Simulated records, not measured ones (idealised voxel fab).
The process module presented herein is designated voxel double patterning.
Section cut is 230 nm wide and gridded with 5 nm square cells.
A cross-section is a grid of square cells, given in bands from the top down. A band is one or more rows of cells.
Heights first: top, then bottom, in nm. Then materials, left to right, each with a width in nm. "edge to edge" on a single material: fills the band edge to edge. "blank": empty space.
Height reference: 0 = level under which incoming wafer is all one material. Lowest band: no bottom, runs on downward, e.g. "0..down".
Per-row width for "30->40": begins at first number (top row of band), ends at second number (bottom row), increment between rows held constant.
"no modification", as given for a step, is the statement that not any cell of the cross-section underwent a change during that step.
"Voids, enclosed": empty spaces of 8 cells or more with no open way to the top, each given as width x height at distance, distance from the left edge, all in nm.
What comes after the settings on a step's line is commentary from the simulator itself on that step.
"overlay nm", when on a step's line for a step with a mask, measures how far to the right of its planned place the mask lay; a negative measure means to the left.
-- Process steps foreseen in the plan
1. RECEIVE [material Si]
2. CONFORMAL_DEP [material SiO2] [thk nm 10]
3. DIRECTIONAL_DEP [material W] [thk nm 15]
4. DIRECTIONAL_DEP [material SiCN] [thk nm 5]
5. MASKED_ETCH [tone open] [mask id FIRST] [width nm 15] [pitch nm 50] [etch materials SiCN] [depth nm 5] [overlay nm 0]
6. DIRECTIONAL_DEP [material aC] [thk nm 10]
7. PATTERN [tone open] [mask id SECOND] [material resist] [width nm 15] [pitch nm 50] [thk nm 30] [overlay nm 0]
8. DIRECTIONAL_ETCH [etch materials aC] [depth nm 10]
9. STRIP [etch materials resist]
10. DIRECTIONAL_ETCH [etch materials SiCN] [depth nm 5]
11. STRIP [etch materials aC]
12. DIRECTIONAL_ETCH [etch materials W] [depth nm 15]
13. STRIP [etch materials SiCN]
-- Wafer cross-section on receipt, i.e. after step 1
    0..down | Si edge to edge
    Voids, enclosed: none
-- End-of-module XS, first of two wafers, run as planned
    25..10 | W (55) | blank (15) | W (10) | blank (15) | W (10) | blank (15) | W (10) | blank (15) | W (10) | blank (15) | W (60)
    10..0 | SiO2 edge to edge
    0..down | Si edge to edge
    Voids, enclosed: none
-- End of module, second wafer, cross-section. Started like the first, planned like the first, run with one mistake
    30..25 | SiO2 edge to edge
    25..10 | W edge to edge
    10..0 | SiO2 edge to edge
    0..down | Si edge to edge
    Voids, enclosed: none
So what did we get wrong on this run? step 4: run off-plan, actual operation and settings DIRECTIONAL_DEP [material SiO2] [thk nm 5]
End check, counted in cells, second wafer has more or fewer of these materials than the first: SiO2 +46, W +45
